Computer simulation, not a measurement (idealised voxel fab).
The process module that follows is named voxel capacitor over wiring.
cross-section cut | 240 nm wide | cells 5 nm
If you're reading a cross-section in this doc, picture square cells in a grid; it comes to you as bands, top ones listed first down to the bottom, and a band can be one or more rows of cells.
First you get the band's top height and its bottom height, in nm, and then the materials it's made of, left to right, with each width in nm. If you see a single material with "all across", that one covers the band edge to edge. "blank" is empty space.
Ref level 0: as-received wafer is one material below here. Bottom band extends down with no lower bound ("0 down").
The notation "30..40" denotes a width that varies across the rows of cells in the band, beginning at the first number in the top row, finishing at the second number in the bottom row, and changing by an identical amount from each row to the next.
Step note "remains unaltered" = no cross-section cell changed.
"Closed void table" specifies each empty space that is not open to the top and that occupies no fewer than 8 cells, using the form width x height at distance, the distance measured from the left edge and all three quantities in nm.
On each step's line, the part that comes after the settings is the simulator's own comment on the step.
overlay nm: where the mask lay relative to plan, measured to the right, on steps with a mask; negatives go left.
# Steps in the process plan
| 1 | RECEIVE, material Si |
| 2 | CONFORMAL_DEP, material SiO2, thk nm 10 |
| 3 | DIRECTIONAL_DEP, material TiN, thk nm 5 |
| 4 | DIRECTIONAL_DEP, material W, thk nm 15 |
| 5 | DIRECTIONAL_DEP, material aC, thk nm 10 |
| 6 | PATTERN, tone cover, mask id METAL_1, material resist, width nm 30, pitch nm 95, thk nm 25, overlay nm 0 |
| 7 | DIRECTIONAL_ETCH, etch materials aC, depth nm 10 |
| 8 | STRIP, etch materials resist |
| 9 | DIRECTIONAL_ETCH, etch materials W, depth nm 15 |
| 10 | DIRECTIONAL_ETCH, etch materials TiN, depth nm 5 |
| 11 | STRIP, etch materials aC |
| 12 | CONFORMAL_DEP, material SiN, thk nm 5 |
| 13 | FILL_DEP, material lowk, thk nm 5 |
| 14 | CMP, height nm 30 |
| 15 | CONFORMAL_DEP, material SiCN, thk nm 5 |
| 16 | DIRECTIONAL_DEP, material lowk, thk nm 10 |
| 17 | PATTERN, tone open, mask id PLUG_1, material resist, width nm 15, thk nm 20, overlay nm 0 |
| 18 | DIRECTIONAL_ETCH, etch materials lowk, depth nm 10 |
| 19 | DIRECTIONAL_ETCH, etch materials SiCN, depth nm 5 |
| 20 | STRIP, etch materials resist |
| 21 | CONFORMAL_DEP, material TiN, thk nm 5 |
| 22 | FILL_DEP, material Ru, thk nm 5 |
| 23 | CMP, height nm 45 |
| 24 | DIRECTIONAL_DEP, material TiN, thk nm 5 |
| 25 | DIRECTIONAL_DEP, material Al2O3, thk nm 5 |
| 26 | DIRECTIONAL_DEP, material TiN, thk nm 5 |
| 27 | DIRECTIONAL_DEP, material aC, thk nm 15 |
| 28 | PATTERN, tone cover, mask id UPPER_PLATE, material resist, width nm 70, thk nm 35, overlay nm 0 |
| 29 | DIRECTIONAL_ETCH, etch materials aC, depth nm 15 |
| 30 | STRIP, etch materials resist |
| 31 | DIRECTIONAL_ETCH, etch materials TiN, depth nm 5 |
| 32 | DIRECTIONAL_ETCH, etch materials Al2O3, depth nm 5 |
| 33 | STRIP, etch materials aC |
| 34 | MASKED_ETCH, tone cover, mask id LOWER_PLATE, width nm 80, etch materials TiN, depth nm 5, overlay nm 0 |
| 35 | FILL_DEP, material SiO2, thk nm 20 |
| 36 | CMP, height nm 75 |
| 37 | MASKED_ETCH, tone open, mask id PLUG_2, width nm 15, etch materials SiO2, depth nm 15, overlay nm 0 |
| 38 | CONFORMAL_DEP, material TiN, thk nm 5 |
| 39 | FILL_DEP, material Ru, thk nm 5 |
| 40 | CMP, height nm 75 |
| 41 | CONFORMAL_DEP, material SiN, thk nm 5 |
# First wafer of two (run as planned)
# The cross-section here shows the wafer as received, i.e. in its state after step 1
	0 down: Si all across
	Closed void table: none
# Wafer xsec, post step 2
	10 to 0: SiO2 all across
	For the remainder of the cross-section, below 0, there is no change.
# Wafer xsec, post step 3
	15 to 10: TiN all across
	For the remainder of the cross-section, below 10, there is no change.
# Wafer xsec, post step 4
	30 to 15: W all across
	For the remainder of the cross-section, below 15, there is no change.
# Wafer xsec, post step 5
	40 to 30: aC all across
	For the remainder of the cross-section, below 30, there is no change.
# Wafer xsec, post step 6
	65 to 40: 55 blank, then 30 resist, then 65 blank, then 30 resist, then 60 blank
	For the remainder of the cross-section, below 40, there is no change.
# Wafer xsec, post step 7
	55 to 40: 55 blank, then 30 resist, then 65 blank, then 30 resist, then 60 blank
	40 to 30: 55 blank, then 30 aC, then 65 blank, then 30 aC, then 60 blank
	For the remainder of the cross-section, below 30, there is no change.
# Wafer xsec, post step 8
	40 to 30: 55 blank, then 30 aC, then 65 blank, then 30 aC, then 60 blank
	For the remainder of the cross-section, below 30, there is no change.
# Wafer xsec, post step 9
	40 to 30: 55 blank, then 30 aC, then 65 blank, then 30 aC, then 60 blank
	30 to 15: 55 blank, then 30 W, then 65 blank, then 30 W, then 60 blank
	For the remainder of the cross-section, below 15, there is no change.
# Wafer xsec, post step 10
	40 to 30: 55 blank, then 30 aC, then 65 blank, then 30 aC, then 60 blank
	30 to 15: 55 blank, then 30 W, then 65 blank, then 30 W, then 60 blank
	15 to 10: 55 blank, then 30 TiN, then 65 blank, then 30 TiN, then 60 blank
	For the remainder of the cross-section, below 10, there is no change.
# Wafer xsec, post step 11
	30 to 15: 55 blank, then 30 W, then 65 blank, then 30 W, then 60 blank
	For the remainder of the cross-section, below 15, there is no change.
# Wafer xsec, post step 12
	35 to 30: 50 blank, then 40 SiN, then 55 blank, then 40 SiN, then 55 blank
	30 to 15: 50 blank, then 5 SiN, then 30 W, then 5 SiN, then 55 blank, then 5 SiN, then 30 W, then 5 SiN, then 55 blank
	15 to 10: 55 SiN, then 30 TiN, then 65 SiN, then 30 TiN, then 60 SiN
	For the remainder of the cross-section, below 10, there is no change.
# Wafer xsec, post step 13
	40 to 35: lowk all across
	35 to 30: 50 lowk, then 40 SiN, then 55 lowk, then 40 SiN, then 55 lowk
	30 to 15: 50 lowk, then 5 SiN, then 30 W, then 5 SiN, then 55 lowk, then 5 SiN, then 30 W, then 5 SiN, then 55 lowk
	For the remainder of the cross-section, below 15, there is no change.
# Wafer xsec, post step 14
	30 to 15: 50 lowk, then 5 SiN, then 30 W, then 5 SiN, then 55 lowk, then 5 SiN, then 30 W, then 5 SiN, then 55 lowk
	For the remainder of the cross-section, below 15, there is no change.
# Wafer xsec, post step 15
	35 to 30: SiCN all across
	For the remainder of the cross-section, below 30, there is no change.
# Wafer xsec, post step 16
	45 to 35: lowk all across
	For the remainder of the cross-section, below 35, there is no change.
# Wafer xsec, post step 17
	65 to 45: 70 resist, then 15 blank, then 155 resist
	For the remainder of the cross-section, below 45, there is no change.
# Wafer xsec, post step 18
	65 to 45: 70 resist, then 15 blank, then 155 resist
	45 to 35: 70 lowk, then 15 blank, then 155 lowk
	For the remainder of the cross-section, below 35, there is no change.
# Wafer xsec, post step 19
	65 to 45: 70 resist, then 15 blank, then 155 resist
	45 to 35: 70 lowk, then 15 blank, then 155 lowk
	35 to 30: 70 SiCN, then 15 blank, then 155 SiCN
	For the remainder of the cross-section, below 30, there is no change.
# Wafer xsec, post step 20
	45 to 35: 70 lowk, then 15 blank, then 155 lowk
	For the remainder of the cross-section, below 35, there is no change.
# Wafer xsec, post step 21
	50 to 45: 75 TiN, then 5 blank, then 160 TiN
	45 to 35: 70 lowk, then 5 TiN, then 5 blank, then 5 TiN, then 155 lowk
	35 to 30: 70 SiCN, then 15 TiN, then 155 SiCN
	For the remainder of the cross-section, below 30, there is no change.
# Wafer xsec, post step 22
	55 to 50: Ru all across
	50 to 45: 75 TiN, then 5 Ru, then 160 TiN
	45 to 35: 70 lowk, then 5 TiN, then 5 Ru, then 5 TiN, then 155 lowk
	For the remainder of the cross-section, below 35, there is no change.
# Wafer xsec, post step 23
	45 to 35: 70 lowk, then 5 TiN, then 5 Ru, then 5 TiN, then 155 lowk
	For the remainder of the cross-section, below 35, there is no change.
# Wafer xsec, post step 24
	50 to 45: TiN all across
	For the remainder of the cross-section, below 45, there is no change.
# Wafer xsec, post step 25
	55 to 50: Al2O3 all across
	For the remainder of the cross-section, below 50, there is no change.
# Wafer xsec, post step 26
	60 to 55: TiN all across
	For the remainder of the cross-section, below 55, there is no change.
# Wafer xsec, post step 27
	75 to 60: aC all across
	For the remainder of the cross-section, below 60, there is no change.
# Wafer xsec, post step 28
	110 to 75: 70 blank, then 70 resist, then 100 blank
	For the remainder of the cross-section, below 75, there is no change.
# Wafer xsec, post step 29
	95 to 75: 70 blank, then 70 resist, then 100 blank
	75 to 60: 70 blank, then 70 aC, then 100 blank
	For the remainder of the cross-section, below 60, there is no change.
# Wafer xsec, post step 30
	75 to 60: 70 blank, then 70 aC, then 100 blank
	For the remainder of the cross-section, below 60, there is no change.
# Wafer xsec, post step 31
	75 to 60: 70 blank, then 70 aC, then 100 blank
	60 to 55: 70 blank, then 70 TiN, then 100 blank
	For the remainder of the cross-section, below 55, there is no change.
# Wafer xsec, post step 32
	75 to 60: 70 blank, then 70 aC, then 100 blank
	60 to 55: 70 blank, then 70 TiN, then 100 blank
	55 to 50: 70 blank, then 70 Al2O3, then 100 blank
	For the remainder of the cross-section, below 50, there is no change.
# Wafer xsec, post step 33
	60 to 55: 70 blank, then 70 TiN, then 100 blank
	For the remainder of the cross-section, below 55, there is no change.
# Wafer xsec, post step 34
	60 to 55: 70 blank, then 70 TiN, then 100 blank
	55 to 50: 70 blank, then 70 Al2O3, then 100 blank
	50 to 45: 65 blank, then 80 TiN, then 95 blank
	For the remainder of the cross-section, below 45, there is no change.
# Wafer xsec, post step 35
	80 to 60: SiO2 all across
	60 to 55: 70 SiO2, then 70 TiN, then 100 SiO2
	55 to 50: 70 SiO2, then 70 Al2O3, then 100 SiO2
	50 to 45: 65 SiO2, then 80 TiN, then 95 SiO2
	For the remainder of the cross-section, below 45, there is no change.
# Wafer xsec, post step 36
	75 to 60: SiO2 all across
	For the remainder of the cross-section, below 60, there is no change.
# Wafer xsec, post step 37
	75 to 60: 80 SiO2, then 15 blank, then 145 SiO2
	For the remainder of the cross-section, below 60, there is no change.
# Wafer xsec, post step 38
	80 to 75: 85 TiN, then 5 blank, then 150 TiN
	75 to 65: 80 SiO2, then 5 TiN, then 5 blank, then 5 TiN, then 145 SiO2
	65 to 55: 80..70 SiO2, then 15..70 TiN, then 145..100 SiO2
	For the remainder of the cross-section, below 55, there is no change.
# Wafer xsec, post step 39
	85 to 80: Ru all across
	80 to 75: 85 TiN, then 5 Ru, then 150 TiN
	75 to 65: 80 SiO2, then 5 TiN, then 5 Ru, then 5 TiN, then 145 SiO2
	For the remainder of the cross-section, below 65, there is no change.
# Wafer xsec, post step 40
	75 to 65: 80 SiO2, then 5 TiN, then 5 Ru, then 5 TiN, then 145 SiO2
	For the remainder of the cross-section, below 65, there is no change.
# Wafer xsec, post step 41
	80 to 75: SiN all across
	For the remainder of the cross-section, below 75, there is no change.
# The Second Wafer: Common Origin and Plan, One Mistake in Execution, Identical to the First Through Step 27
# Planned end of step 28: second wafer, cross-section
	110 to 75: 75 blank, then 65 resist, then 100 blank
	For the remainder of the cross-section, below 75, there is no change.
# Planned end of step 29: second wafer, cross-section
	95 to 75: 75 blank, then 65 resist, then 100 blank
	75 to 60: 75 blank, then 65 aC, then 100 blank
	For the remainder of the cross-section, below 60, there is no change.
# Planned end of step 30: second wafer, cross-section
	75 to 60: 75 blank, then 65 aC, then 100 blank
	For the remainder of the cross-section, below 60, there is no change.
# Planned end of step 31: second wafer, cross-section
	75 to 60: 75 blank, then 65 aC, then 100 blank
	60 to 55: 75 blank, then 65 TiN, then 100 blank
	For the remainder of the cross-section, below 55, there is no change.
# Planned end of step 32: second wafer, cross-section
	75 to 60: 75 blank, then 65 aC, then 100 blank
	60 to 55: 75 blank, then 65 TiN, then 100 blank
	55 to 50: 75 blank, then 65 Al2O3, then 100 blank
	For the remainder of the cross-section, below 50, there is no change.
# Planned end of step 33: second wafer, cross-section
	60 to 55: 75 blank, then 65 TiN, then 100 blank
	For the remainder of the cross-section, below 55, there is no change.
# Planned end of step 34: second wafer, cross-section
	60 to 55: 75 blank, then 65 TiN, then 100 blank
	55 to 50: 75 blank, then 65 Al2O3, then 100 blank
	50 to 45: 65 blank, then 80 TiN, then 95 blank
	For the remainder of the cross-section, below 45, there is no change.
# Planned end of step 35: second wafer, cross-section
	80 to 60: SiO2 all across
	60 to 55: 75 SiO2, then 65 TiN, then 100 SiO2
	55 to 50: 75 SiO2, then 65 Al2O3, then 100 SiO2
	50 to 45: 65 SiO2, then 80 TiN, then 95 SiO2
	For the remainder of the cross-section, below 45, there is no change.
# Planned end of step 36: second wafer, cross-section
	75 to 60: SiO2 all across
	For the remainder of the cross-section, below 60, there is no change.
# Planned end of step 37: second wafer, cross-section
	75 to 60: 80 SiO2, then 15 blank, then 145 SiO2
	For the remainder of the cross-section, below 60, there is no change.
# Planned end of step 38: second wafer, cross-section
	80 to 75: 85 TiN, then 5 blank, then 150 TiN
	75 to 65: 80 SiO2, then 5 TiN, then 5 blank, then 5 TiN, then 145 SiO2
	65 to 55: 80..75 SiO2, then 15..65 TiN, then 145..100 SiO2
	For the remainder of the cross-section, below 55, there is no change.
# Planned end of step 39: second wafer, cross-section
	85 to 80: Ru all across
	80 to 75: 85 TiN, then 5 Ru, then 150 TiN
	75 to 65: 80 SiO2, then 5 TiN, then 5 Ru, then 5 TiN, then 145 SiO2
	For the remainder of the cross-section, below 65, there is no change.
# Planned end of step 40: second wafer, cross-section
	75 to 65: 80 SiO2, then 5 TiN, then 5 Ru, then 5 TiN, then 145 SiO2
	For the remainder of the cross-section, below 65, there is no change.
# Planned end of step 41: second wafer, cross-section
	80 to 75: SiN all across
	For the remainder of the cross-section, below 75, there is no change.
Plan not followed: step 28 was run on a setting that differed from the plan, and what really ran there is PATTERN, tone cover, mask id UPPER_PLATE, material resist, width nm 65, thk nm 35, overlay nm 0
The final cell counts differ between the wafers, with the second having more or fewer of some materials than the first: Al2O3: 1 fewer | SiO2: 2 more | TiN: 1 fewer
